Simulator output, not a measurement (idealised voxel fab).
Name of the process module below: voxel wiring stack
FYI the section here is cut, 245 nm wide, cells are 5 nm squares.
Bands, listed from the top down, are how a cross-section gets written in this document; the cross-section itself is a grid of square cells, and a band is one or more rows of them.
Each band's line starts with the height of the band's top and of its bottom, in nm. Then come its materials from left to right, each with its width in nm. One material with "throughout" fills the band from edge to edge. "blank" is empty space.
The reference from which all heights are counted is 0, the level beneath which the as-received wafer is entirely one material; the lowest band, having no lower bound, proceeds downward and is written after the example "0 -> down".
You'd read "30 to 40" like this: the band's top row of cells is as wide as the first number, its bottom row is as wide as the second, and going down, every row changes width by the same amount as the row before did.
You'll sometimes find "no change occurred" written for a step, and that's the way of saying that nowhere in the cross-section did a cell change during that step.
You'll see "Non-vented voids" listing empty spaces that have no way open to the top, as long as they're 8 cells or more; the notation is width x height at distance, where the distance is from the left edge, and all of it is in nm.
Formally, on a step line, whatever follows the settings is a remark that the simulator itself makes on the step.
Regarding "overlay nm": on a step with a mask, it is the distance the mask lay to the right of its planned place; a negative value places it to the left.
# Here's what the planned process steps look like
1) RECEIVE with material Si
2) CONFORMAL_DEP with material SiO2, thk nm 10
3) CONFORMAL_DEP with material SiN, thk nm 5
4) DIRECTIONAL_DEP with material SiO2, thk nm 20
5) DIRECTIONAL_DEP with material aC, thk nm 10
6) PATTERN with tone open, mask id METAL_1, material resist, width nm 30, pitch nm 55, thk nm 25, overlay nm 0
7) DIRECTIONAL_ETCH with etch materials aC, depth nm 10
8) STRIP with etch materials resist
9) DIRECTIONAL_ETCH with etch materials SiO2, depth nm 20
10) DIRECTIONAL_ETCH with etch materials SiN, depth nm 5
11) STRIP with etch materials aC
12) CONFORMAL_DEP with material TiN, thk nm 5
13) FILL_DEP with material Ru, thk nm 5
14) CMP with height nm 35
15) CONFORMAL_DEP with material SiCN, thk nm 5
16) DIRECTIONAL_DEP with material SiO2, thk nm 10
17) PATTERN with tone open, mask id PLUG_1, material resist, width nm 15, pitch nm 55, thk nm 15, overlay nm 0
18) DIRECTIONAL_ETCH with etch materials SiO2, depth nm 10
19) DIRECTIONAL_ETCH with etch materials SiCN, depth nm 5
20) STRIP with etch materials resist
21) EPI with material Ru, thk nm 10
22) EPI with material Ru, thk nm 5
23) DIRECTIONAL_DEP with material TiN, thk nm 5
24) DIRECTIONAL_DEP with material W, thk nm 25
25) MASKED_ETCH with tone cover, mask id METAL_2, width nm 30, pitch nm 55, etch materials W, depth nm 25, overlay nm 0
26) MASKED_ETCH with tone cover, mask id METAL_2, width nm 30, pitch nm 55, etch materials TiN, depth nm 5, overlay nm 0
27) CONFORMAL_DEP with material SiN, thk nm 5
28) FILL_DEP with material lowk, thk nm 5
29) CMP with height nm 80
30) CONFORMAL_DEP with material SiCN, thk nm 5
31) DIRECTIONAL_DEP with material SiO2, thk nm 10
32) MASKED_ETCH with tone open, mask id PLUG_2, width nm 15, pitch nm 55, etch materials SiO2, depth nm 10, overlay nm 0
33) MASKED_ETCH with tone open, mask id PLUG_2, width nm 15, pitch nm 55, etch materials SiCN, depth nm 5, overlay nm 0
34) EPI with material Ru, thk nm 10
35) EPI with material Ru, thk nm 5
36) CONFORMAL_DEP with material SiCN, thk nm 5
37) DIRECTIONAL_DEP with material lowk, thk nm 25
38) MASKED_ETCH with tone open, mask id METAL_3, width nm 30, pitch nm 55, etch materials lowk, depth nm 25, overlay nm 0
39) MASKED_ETCH with tone open, mask id METAL_3, width nm 30, pitch nm 55, etch materials SiCN, depth nm 5, overlay nm 0
40) CONFORMAL_DEP with material TiN, thk nm 5
41) FILL_DEP with material W, thk nm 10
42) CMP with height nm 125
43) CONFORMAL_DEP with material SiCN, thk nm 5
# First wafer of two (run as planned)
# Wafer as received: cross-section following step 1
	0 -> down  Si throughout
	Non-vented voids: none
# You're looking at a cross-section of the wafer after step 2
	10 -> 0  SiO2 throughout
	Beneath the level 0, the cross-section is identical to its previous state.
# You're looking at a cross-section of the wafer after step 3
	15 -> 10  SiN throughout
	Beneath the level 10, the cross-section is identical to its previous state.
# You're looking at a cross-section of the wafer after step 4
	35 -> 15  SiO2 throughout
	Beneath the level 15, the cross-section is identical to its previous state.
# You're looking at a cross-section of the wafer after step 5
	45 -> 35  aC throughout
	Beneath the level 35, the cross-section is identical to its previous state.
# You're looking at a cross-section of the wafer after step 6
	70 -> 45  resist 80 | blank 30 | resist 25 | blank 30 | resist 80
	Beneath the level 45, the cross-section is identical to its previous state.
# You're looking at a cross-section of the wafer after step 7
	60 -> 45  resist 80 | blank 30 | resist 25 | blank 30 | resist 80
	45 -> 35  aC 80 | blank 30 | aC 25 | blank 30 | aC 80
	Beneath the level 35, the cross-section is identical to its previous state.
# You're looking at a cross-section of the wafer after step 8
	45 -> 35  aC 80 | blank 30 | aC 25 | blank 30 | aC 80
	Beneath the level 35, the cross-section is identical to its previous state.
# You're looking at a cross-section of the wafer after step 9
	45 -> 35  aC 80 | blank 30 | aC 25 | blank 30 | aC 80
	35 -> 15  SiO2 80 | blank 30 | SiO2 25 | blank 30 | SiO2 80
	Beneath the level 15, the cross-section is identical to its previous state.
# You're looking at a cross-section of the wafer after step 10
	45 -> 35  aC 80 | blank 30 | aC 25 | blank 30 | aC 80
	35 -> 15  SiO2 80 | blank 30 | SiO2 25 | blank 30 | SiO2 80
	15 -> 10  SiN 80 | blank 30 | SiN 25 | blank 30 | SiN 80
	Beneath the level 10, the cross-section is identical to its previous state.
# You're looking at a cross-section of the wafer after step 11
	35 -> 15  SiO2 80 | blank 30 | SiO2 25 | blank 30 | SiO2 80
	Beneath the level 15, the cross-section is identical to its previous state.
# You're looking at a cross-section of the wafer after step 12
	40 -> 35  TiN 85 | blank 20 | TiN 35 | blank 20 | TiN 85
	35 -> 15  SiO2 80 | TiN 5 | blank 20 | TiN 5 | SiO2 25 | TiN 5 | blank 20 | TiN 5 | SiO2 80
	15 -> 10  SiN 80 | TiN 30 | SiN 25 | TiN 30 | SiN 80
	Beneath the level 10, the cross-section is identical to its previous state.
# You're looking at a cross-section of the wafer after step 13
	45 -> 40  Ru throughout
	40 -> 35  TiN 85 | Ru 20 | TiN 35 | Ru 20 | TiN 85
	35 -> 15  SiO2 80 | TiN 5 | Ru 20 | TiN 5 | SiO2 25 | TiN 5 | Ru 20 | TiN 5 | SiO2 80
	Beneath the level 15, the cross-section is identical to its previous state.
# You're looking at a cross-section of the wafer after step 14
	35 -> 15  SiO2 80 | TiN 5 | Ru 20 | TiN 5 | SiO2 25 | TiN 5 | Ru 20 | TiN 5 | SiO2 80
	Beneath the level 15, the cross-section is identical to its previous state.
# You're looking at a cross-section of the wafer after step 15
	40 -> 35  SiCN throughout
	Beneath the level 35, the cross-section is identical to its previous state.
# You're looking at a cross-section of the wafer after step 16
	50 -> 40  SiO2 throughout
	Beneath the level 40, the cross-section is identical to its previous state.
# You're looking at a cross-section of the wafer after step 17
	65 -> 50  resist 80 | blank 15 | resist 40 | blank 15 | resist 95
	Beneath the level 50, the cross-section is identical to its previous state.
# You're looking at a cross-section of the wafer after step 18
	65 -> 50  resist 80 | blank 15 | resist 40 | blank 15 | resist 95
	50 -> 40  SiO2 80 | blank 15 | SiO2 40 | blank 15 | SiO2 95
	Beneath the level 40, the cross-section is identical to its previous state.
# You're looking at a cross-section of the wafer after step 19
	65 -> 50  resist 80 | blank 15 | resist 40 | blank 15 | resist 95
	50 -> 40  SiO2 80 | blank 15 | SiO2 40 | blank 15 | SiO2 95
	40 -> 35  SiCN 80 | blank 15 | SiCN 40 | blank 15 | SiCN 95
	Beneath the level 35, the cross-section is identical to its previous state.
# You're looking at a cross-section of the wafer after step 20
	50 -> 40  SiO2 80 | blank 15 | SiO2 40 | blank 15 | SiO2 95
	Beneath the level 40, the cross-section is identical to its previous state.
# You're looking at a cross-section of the wafer after step 21
	50 -> 45  SiO2 80 | blank 15 | SiO2 40 | blank 15 | SiO2 95
	45 -> 40  SiO2 80 | Ru 15 | SiO2 40 | Ru 15 | SiO2 95
	40 -> 35  SiCN 80 | Ru 15 | SiCN 40 | Ru 15 | SiCN 95
	Beneath the level 35, the cross-section is identical to its previous state.
# You're looking at a cross-section of the wafer after step 22
	50 -> 40  SiO2 80 | Ru 15 | SiO2 40 | Ru 15 | SiO2 95
	Beneath the level 40, the cross-section is identical to its previous state.
# You're looking at a cross-section of the wafer after step 23
	55 -> 50  TiN throughout
	Beneath the level 50, the cross-section is identical to its previous state.
# You're looking at a cross-section of the wafer after step 24
	80 -> 55  W throughout
	Beneath the level 55, the cross-section is identical to its previous state.
# You're looking at a cross-section of the wafer after step 25
	80 -> 55  blank 80 | W 30 | blank 25 | W 30 | blank 80
	Beneath the level 55, the cross-section is identical to its previous state.
# You're looking at a cross-section of the wafer after step 26
	80 -> 55  blank 80 | W 30 | blank 25 | W 30 | blank 80
	55 -> 50  blank 80 | TiN 30 | blank 25 | TiN 30 | blank 80
	Beneath the level 50, the cross-section is identical to its previous state.
# You're looking at a cross-section of the wafer after step 27
	85 -> 80  blank 75 | SiN 40 | blank 15 | SiN 40 | blank 75
	80 -> 55  blank 75 | SiN 5 | W 30 | SiN 5 | blank 15 | SiN 5 | W 30 | SiN 5 | blank 75
	55 -> 50  SiN 80 | TiN 30 | SiN 25 | TiN 30 | SiN 80
	Beneath the level 50, the cross-section is identical to its previous state.
# You're looking at a cross-section of the wafer after step 28
	90 -> 85  lowk throughout
	85 -> 80  lowk 75 | SiN 40 | lowk 15 | SiN 40 | lowk 75
	80 -> 55  lowk 75 | SiN 5 | W 30 | SiN 5 | lowk 15 | SiN 5 | W 30 | SiN 5 | lowk 75
	Beneath the level 55, the cross-section is identical to its previous state.
# You're looking at a cross-section of the wafer after step 29
	80 -> 55  lowk 75 | SiN 5 | W 30 | SiN 5 | lowk 15 | SiN 5 | W 30 | SiN 5 | lowk 75
	Beneath the level 55, the cross-section is identical to its previous state.
# You're looking at a cross-section of the wafer after step 30
	85 -> 80  SiCN throughout
	Beneath the level 80, the cross-section is identical to its previous state.
# You're looking at a cross-section of the wafer after step 31
	95 -> 85  SiO2 throughout
	Beneath the level 85, the cross-section is identical to its previous state.
# You're looking at a cross-section of the wafer after step 32
	95 -> 85  SiO2 80 | blank 15 | SiO2 40 | blank 15 | SiO2 95
	Beneath the level 85, the cross-section is identical to its previous state.
# You're looking at a cross-section of the wafer after step 33
	95 -> 85  SiO2 80 | blank 15 | SiO2 40 | blank 15 | SiO2 95
	85 -> 80  SiCN 80 | blank 15 | SiCN 40 | blank 15 | SiCN 95
	Beneath the level 80, the cross-section is identical to its previous state.
# You're looking at a cross-section of the wafer after step 34
	95 -> 90  SiO2 80 | blank 15 | SiO2 40 | blank 15 | SiO2 95
	90 -> 85  SiO2 80 | Ru 15 | SiO2 40 | Ru 15 | SiO2 95
	85 -> 80  SiCN 80 | Ru 15 | SiCN 40 | Ru 15 | SiCN 95
	Beneath the level 80, the cross-section is identical to its previous state.
# You're looking at a cross-section of the wafer after step 35
	95 -> 85  SiO2 80 | Ru 15 | SiO2 40 | Ru 15 | SiO2 95
	Beneath the level 85, the cross-section is identical to its previous state.
# You're looking at a cross-section of the wafer after step 36
	100 -> 95  SiCN throughout
	Beneath the level 95, the cross-section is identical to its previous state.
# You're looking at a cross-section of the wafer after step 37
	125 -> 100  lowk throughout
	Beneath the level 100, the cross-section is identical to its previous state.
# You're looking at a cross-section of the wafer after step 38
	125 -> 100  lowk 80 | blank 30 | lowk 25 | blank 30 | lowk 80
	Beneath the level 100, the cross-section is identical to its previous state.
# You're looking at a cross-section of the wafer after step 39
	125 -> 100  lowk 80 | blank 30 | lowk 25 | blank 30 | lowk 80
	100 -> 95  SiCN 80 | blank 30 | SiCN 25 | blank 30 | SiCN 80
	Beneath the level 95, the cross-section is identical to its previous state.
# You're looking at a cross-section of the wafer after step 40
	130 -> 125  TiN 85 | blank 20 | TiN 35 | blank 20 | TiN 85
	125 -> 100  lowk 80 | TiN 5 | blank 20 | TiN 5 | lowk 25 | TiN 5 | blank 20 | TiN 5 | lowk 80
	100 -> 95  SiCN 80 | TiN 30 | SiCN 25 | TiN 30 | SiCN 80
	Beneath the level 95, the cross-section is identical to its previous state.
# You're looking at a cross-section of the wafer after step 41
	140 -> 130  W throughout
	130 -> 125  TiN 85 | W 20 | TiN 35 | W 20 | TiN 85
	125 -> 100  lowk 80 | TiN 5 | W 20 | TiN 5 | lowk 25 | TiN 5 | W 20 | TiN 5 | lowk 80
	Beneath the level 100, the cross-section is identical to its previous state.
# You're looking at a cross-section of the wafer after step 42
	125 -> 100  lowk 80 | TiN 5 | W 20 | TiN 5 | lowk 25 | TiN 5 | W 20 | TiN 5 | lowk 80
	Beneath the level 100, the cross-section is identical to its previous state.
# You're looking at a cross-section of the wafer after step 43
	130 -> 125  SiCN throughout
	Beneath the level 125, the cross-section is identical to its previous state.
# Second wafer, same starting state and plan as the first, one mistake in the run, identical through step 26
# Look at the second wafer in cross-section at the time step 27 ought to have finished
	95 -> 80  blank 65 | SiN 115 | blank 65
	80 -> 65  blank 65 | SiN 15 | W 30 | SiN 25 | W 30 | SiN 15 | blank 65
	65 -> 55  SiN 80 | W 30 | SiN 25 | W 30 | SiN 80
	55 -> 50  SiN 80 | TiN 30 | SiN 25 | TiN 30 | SiN 80
	Beneath the level 50, the cross-section is identical to its previous state.
# Look at the second wafer in cross-section at the time step 28 ought to have finished
	100 -> 95  lowk throughout
	95 -> 80  lowk 65 | SiN 115 | lowk 65
	80 -> 65  lowk 65 | SiN 15 | W 30 | SiN 25 | W 30 | SiN 15 | lowk 65
	Beneath the level 65, the cross-section is identical to its previous state.
# Look at the second wafer in cross-section at the time step 29 ought to have finished
	80 -> 65  lowk 65 | SiN 15 | W 30 | SiN 25 | W 30 | SiN 15 | lowk 65
	Beneath the level 65, the cross-section is identical to its previous state.
# Look at the second wafer in cross-section at the time step 30 ought to have finished
	85 -> 80  SiCN throughout
	Beneath the level 80, the cross-section is identical to its previous state.
# Look at the second wafer in cross-section at the time step 31 ought to have finished
	95 -> 85  SiO2 throughout
	Beneath the level 85, the cross-section is identical to its previous state.
# Look at the second wafer in cross-section at the time step 32 ought to have finished
	95 -> 85  SiO2 80 | blank 15 | SiO2 40 | blank 15 | SiO2 95
	Beneath the level 85, the cross-section is identical to its previous state.
# Look at the second wafer in cross-section at the time step 33 ought to have finished
	95 -> 85  SiO2 80 | blank 15 | SiO2 40 | blank 15 | SiO2 95
	85 -> 80  SiCN 80 | blank 15 | SiCN 40 | blank 15 | SiCN 95
	Beneath the level 80, the cross-section is identical to its previous state.
# Look at the second wafer in cross-section at the time step 34 ought to have finished
	95 -> 90  SiO2 80 | blank 15 | SiO2 40 | blank 15 | SiO2 95
	90 -> 85  SiO2 80 | Ru 15 | SiO2 40 | Ru 15 | SiO2 95
	85 -> 80  SiCN 80 | Ru 15 | SiCN 40 | Ru 15 | SiCN 95
	Beneath the level 80, the cross-section is identical to its previous state.
# Look at the second wafer in cross-section at the time step 35 ought to have finished
	95 -> 85  SiO2 80 | Ru 15 | SiO2 40 | Ru 15 | SiO2 95
	Beneath the level 85, the cross-section is identical to its previous state.
# Look at the second wafer in cross-section at the time step 36 ought to have finished
	100 -> 95  SiCN throughout
	Beneath the level 95, the cross-section is identical to its previous state.
# Look at the second wafer in cross-section at the time step 37 ought to have finished
	125 -> 100  lowk throughout
	Beneath the level 100, the cross-section is identical to its previous state.
# Look at the second wafer in cross-section at the time step 38 ought to have finished
	125 -> 100  lowk 80 | blank 30 | lowk 25 | blank 30 | lowk 80
	Beneath the level 100, the cross-section is identical to its previous state.
# Look at the second wafer in cross-section at the time step 39 ought to have finished
	125 -> 100  lowk 80 | blank 30 | lowk 25 | blank 30 | lowk 80
	100 -> 95  SiCN 80 | blank 30 | SiCN 25 | blank 30 | SiCN 80
	Beneath the level 95, the cross-section is identical to its previous state.
# Look at the second wafer in cross-section at the time step 40 ought to have finished
	130 -> 125  TiN 85 | blank 20 | TiN 35 | blank 20 | TiN 85
	125 -> 100  lowk 80 | TiN 5 | blank 20 | TiN 5 | lowk 25 | TiN 5 | blank 20 | TiN 5 | lowk 80
	100 -> 95  SiCN 80 | TiN 30 | SiCN 25 | TiN 30 | SiCN 80
	Beneath the level 95, the cross-section is identical to its previous state.
# Look at the second wafer in cross-section at the time step 41 ought to have finished
	140 -> 130  W throughout
	130 -> 125  TiN 85 | W 20 | TiN 35 | W 20 | TiN 85
	125 -> 100  lowk 80 | TiN 5 | W 20 | TiN 5 | lowk 25 | TiN 5 | W 20 | TiN 5 | lowk 80
	Beneath the level 100, the cross-section is identical to its previous state.
# Look at the second wafer in cross-section at the time step 42 ought to have finished
	125 -> 100  lowk 80 | TiN 5 | W 20 | TiN 5 | lowk 25 | TiN 5 | W 20 | TiN 5 | lowk 80
	Beneath the level 100, the cross-section is identical to its previous state.
# Look at the second wafer in cross-section at the time step 43 ought to have finished
	130 -> 125  SiCN throughout
	Beneath the level 125, the cross-section is identical to its previous state.
What broke from the plan during processing? step 27 was processed under conditions differing from the plan, specifically as CONFORMAL_DEP with material SiN, thk nm 15
FYI, end of process, the second wafer has more or fewer cells of some materials than the first: SiN +87; lowk -87
